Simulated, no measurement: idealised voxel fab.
Presented below is a process module, voxel capacitor over wiring.
Xsec cut, 175 nm wide, square cell size 5 nm.
This document writes a cross-section as a grid whose cells are square, and gives it as bands, listed from the top down; one or more rows of cells form a band. Top height, bottom height, nm. Materials left to right, width each, nm. Single material + "all across" = fills band edge to edge. "empty" = empty. The reference from which all heights are counted is 0, the level beneath which the as-received wafer is entirely one material; the lowest band, having no lower bound, proceeds downward and is written after the example "0..down". Quick explanation for "30->40": the width changes in equal steps down the rows of cells, from the first number in the band's top row to the second number in its bottom row. "stayed the same" means the step left every cell of the cross-section as it was. "Completely enclosed voids" lists enclosed empty spaces (at least 8 cells, no open path upward to the top), each as width x height at distance from the left edge, in nm. Whatever follows a step's settings on its line is a remark the simulator itself makes about that step. "overlay nm" answers the question of how far to the right of plan the mask lay on a step that has a mask, and when it is negative the answer is to the left.

Planned step list for the process
1,RECEIVE with material Si
2,CONFORMAL_DEP with material SiO2, thk nm 10
3,CONFORMAL_DEP with material SiN, thk nm 5
4,DIRECTIONAL_DEP with material lowk, thk nm 25
5,MASKED_ETCH with tone open, mask id METAL_1, width nm 20, pitch nm 75, etch materials lowk, depth nm 25, overlay nm -15
6,MASKED_ETCH with tone open, mask id METAL_1, width nm 20, pitch nm 75, etch materials SiN, depth nm 5, overlay nm 0
7,CONFORMAL_DEP with material TiN, thk nm 5
8,FILL_DEP with material Cu, thk nm 10
9,CMP with height nm 40
10,EPI with material Ru, thk nm 5
11,FILL_DEP with material SiCN, thk nm 5
12,DIRECTIONAL_DEP with material lowk, thk nm 20
13,PATTERN with tone open, mask id PLUG_1, material resist, width nm 15, thk nm 15, overlay nm 0
14,DIRECTIONAL_ETCH with etch materials lowk, depth nm 20
15,DIRECTIONAL_ETCH with etch materials SiCN, depth nm 5
16,STRIP with etch materials resist
17,CONFORMAL_DEP with material TiN, thk nm 5
18,FILL_DEP with material Cu, thk nm 10
19,CMP with height nm 70
20,DIRECTIONAL_DEP with material TiN, thk nm 10
21,DIRECTIONAL_DEP with material SiN, thk nm 5
22,DIRECTIONAL_DEP with material TiN, thk nm 10
23,DIRECTIONAL_DEP with material aC, thk nm 15
24,PATTERN with tone cover, mask id UPPER_PLATE, material resist, width nm 60, thk nm 35, overlay nm 0
25,DIRECTIONAL_ETCH with etch materials aC, depth nm 15
26,STRIP with etch materials resist
27,DIRECTIONAL_ETCH with etch materials TiN, depth nm 10
28,DIRECTIONAL_ETCH with etch materials SiN, depth nm 5
29,STRIP with etch materials aC
30,DIRECTIONAL_DEP with material aC, thk nm 15
31,PATTERN with tone cover, mask id LOWER_PLATE, material resist, width nm 70, thk nm 30, overlay nm 0
32,DIRECTIONAL_ETCH with etch materials aC, depth nm 15
33,STRIP with etch materials resist
34,DIRECTIONAL_ETCH with etch materials TiN, depth nm 10
35,STRIP with etch materials aC
36,FILL_DEP with material SiO2, thk nm 15
37,CMP with height nm 105
38,MASKED_ETCH with tone open, mask id PLUG_2, width nm 15, etch materials SiO2, depth nm 10, overlay nm 0
39,CONFORMAL_DEP with material TiN, thk nm 5
40,FILL_DEP with material Ru, thk nm 5
41,CMP with height nm 105
42,CONFORMAL_DEP with material SiCN, thk nm 5
Variable across wafers: step 5 overlay nm (plan value is that of the first wafer; starting state common to all).

Cross-section of the first of several wafers on receipt, reflecting completion of step 1
    0..down  Si all across
    Completely enclosed voids: none

Cross-section, first of several wafers, end of module, after last step 42
    110..105  SiCN all across
    105..100  SiO2 55 nm; TiN 5 nm; Ru 5 nm; TiN 5 nm; SiO2 105 nm
    100..95  SiO2 55 nm; TiN 15 nm; SiO2 105 nm
    95..85  SiO2 45 nm; TiN 60 nm; SiO2 70 nm
    85..80  SiO2 45 nm; SiN 60 nm; SiO2 70 nm
    80..70  SiO2 40 nm; TiN 70 nm; SiO2 65 nm
    70..50  lowk 45 nm; TiN 5 nm; Cu 5 nm; TiN 5 nm; lowk 115 nm
    50..45  SiCN 45 nm; TiN 15 nm; SiCN 115 nm
    45..40  SiCN 20 nm; Ru 30 nm; SiCN 45 nm; Ru 30 nm; SiCN 50 nm
    40..20  lowk 25 nm; TiN 5 nm; Cu 10 nm; TiN 5 nm; lowk 55 nm; TiN 5 nm; Cu 10 nm; TiN 5 nm; lowk 55 nm
    20..15  lowk 25 nm; TiN 20 nm; lowk 55 nm; TiN 20 nm; lowk 55 nm
    15..10  SiN 40 nm; TiN 5 nm; SiN 70 nm; TiN 5 nm; SiN 55 nm
    10..0  SiO2 all across
    0..down  Si all across
    Completely enclosed voids: none

End of module: cross-section, last of several wafers
    110..105  SiCN all across
    105..100  SiO2 55 nm; TiN 5 nm; Ru 5 nm; TiN 5 nm; SiO2 105 nm
    100..95  SiO2 55 nm; TiN 15 nm; SiO2 105 nm
    95..85  SiO2 45 nm; TiN 60 nm; SiO2 70 nm
    85..80  SiO2 45 nm; SiN 60 nm; SiO2 70 nm
    80..70  SiO2 40 nm; TiN 70 nm; SiO2 65 nm
    70..50  lowk 45 nm; TiN 5 nm; Cu 5 nm; TiN 5 nm; lowk 115 nm
    50..45  SiCN 45 nm; TiN 15 nm; SiCN 115 nm
    45..40  SiCN 50 nm; Ru 30 nm; SiCN 45 nm; Ru 30 nm; SiCN 20 nm
    40..20  lowk 55 nm; TiN 5 nm; Cu 10 nm; TiN 5 nm; lowk 55 nm; TiN 5 nm; Cu 10 nm; TiN 5 nm; lowk 25 nm
    20..15  lowk 55 nm; TiN 20 nm; lowk 55 nm; TiN 20 nm; lowk 25 nm
    15..10  SiN 55 nm; TiN 5 nm; SiN 70 nm; TiN 5 nm; SiN 40 nm
    10..0  SiO2 all across
    0..down  Si all across
    Completely enclosed voids: none

Quick key for the table: a row per wafer, taken at the end of the module. For each material it tells you how many cells the wafer gained (+) or lost (-) since it came in, and the closed voids come after
overlay nm -15; +20 Cu; +13 Ru; +90 SiCN; +45 SiN; +245 SiO2; +94 TiN; +263 lowk; Completely enclosed voids: none
overlay nm -10; +20 Cu; +13 Ru; +90 SiCN; +43 SiN; +245 SiO2; +96 TiN; +263 lowk; Completely enclosed voids: none
overlay nm -5; +22 Cu; +13 Ru; +90 SiCN; +41 SiN; +245 SiO2; +96 TiN; +263 lowk; Completely enclosed voids: none
overlay nm 0; +24 Cu; +13 Ru; +90 SiCN; +39 SiN; +245 SiO2; +96 TiN; +263 lowk; Completely enclosed voids: none
overlay nm 5; +22 Cu; +13 Ru; +90 SiCN; +41 SiN; +245 SiO2; +96 TiN; +263 lowk; Completely enclosed voids: none
overlay nm 10; +20 Cu; +13 Ru; +90 SiCN; +43 SiN; +245 SiO2; +96 TiN; +263 lowk; Completely enclosed voids: none
overlay nm 15; +20 Cu; +13 Ru; +90 SiCN; +45 SiN; +245 SiO2; +94 TiN; +263 lowk; Completely enclosed voids: none
